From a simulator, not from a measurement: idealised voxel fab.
Documented hereafter: the process module known as voxel tone inversion.
Cross-section cut spans 250 nm and uses square cells 5 nm in size.
Bands, listed from the top down, are how a cross-section gets written in this document; the cross-section itself is a grid of square cells, and a band is one or more rows of them.
Top height, bottom height, nm. Materials left to right, width each, nm. Single material + "throughout" = fills band edge to edge. "blank" = empty.
We count height from 0. Below that, the starting wafer is all one material. The lowest band never ends at the bottom but goes on down; see "0 down" for how that is written.
A width given as "30 to 40" starts at the first number in the band's top row and ends at the second number in its bottom row, shifting by an equal amount at every step from row to row.
The cross-section has no changed cell in any step marked "no change".
"Enclosed voids" specifies each empty space that is not open to the top and that occupies no fewer than 8 cells, using the form width x height at distance, the distance measured from the left edge and all three quantities in nm.
Step line, after settings: the simulator's comment on this step.
"overlay nm" denotes, for a step that has a mask, the displacement of the mask to the right of its planned place, with negative values corresponding to the left.

THIS SECTION LISTS THE PROCESS STEPS THAT WERE PLANNED
1) RECEIVE with material Si
2) CONFORMAL_DEP with material SiN, thk nm 5
3) DIRECTIONAL_DEP with material aC, thk nm 20
4) PATTERN with tone cover, mask id POSTS, material resist, width nm 20, pitch nm 45, thk nm 30, overlay nm 0
5) DIRECTIONAL_ETCH with etch materials aC, depth nm 20
6) STRIP with etch materials resist
7) FILL_DEP with material SiO2, thk nm 5
8) CMP with height nm 25
9) STRIP with etch materials aC
10) CONFORMAL_DEP with material TiN, thk nm 5
11) FILL_DEP with material W, thk nm 5
12) CMP with height nm 25
13) CONFORMAL_DEP with material SiCN, thk nm 5

WAFER CROSS-SECTION ON RECEIPT, I.E. AFTER STEP 1
    0 down = Si throughout
    Enclosed voids: none

FIRST OF TWO WAFERS AT THE END OF THE MODULE, SHOWN IN CROSS-SECTION; RUN CARRIED OUT AS PLANNED
    30 to 25 = SiCN throughout
    25 to 10 = SiO2 (90), TiN (5), W (10), TiN (5), SiO2 (25), TiN (5), W (10), TiN (5), SiO2 (95)
    10 to 5 = SiO2 (90), TiN (20), SiO2 (25), TiN (20), SiO2 (95)
    5 to 0 = SiN throughout
    0 down = Si throughout
    Enclosed voids: none

CROSS-SECTIONAL IMAGE OF THE SECOND WAFER OF THE TWO FOLLOWING COMPLETION OF THE MODULE. STARTING STATE AND PROCESS PLAN WERE THE SAME AS FOR THE FIRST WAFER; ONE EXECUTION ERROR OCCURRED
    30 to 25 = SiCN throughout
    25 to 10 = SiO2 (95), TiN (5), W (5), TiN (5), SiO2 (30), TiN (5), W (5), TiN (5), SiO2 (95)
    10 to 5 = SiO2 (95), TiN (15), SiO2 (30), TiN (15), SiO2 (95)
    5 to 0 = SiN throughout
    0 down = Si throughout
    Enclosed voids: none
Diagnosis: step 4 did not happen as planned, as run it was PATTERN with tone cover, mask id POSTS, material resist, width nm 15, pitch nm 45, thk nm 30, overlay nm 0
Bottom line after processing is that, in cells, the second wafer is up or down on some materials versus the first: SiO2: 8 more, TiN: 2 fewer, W: 6 fewer
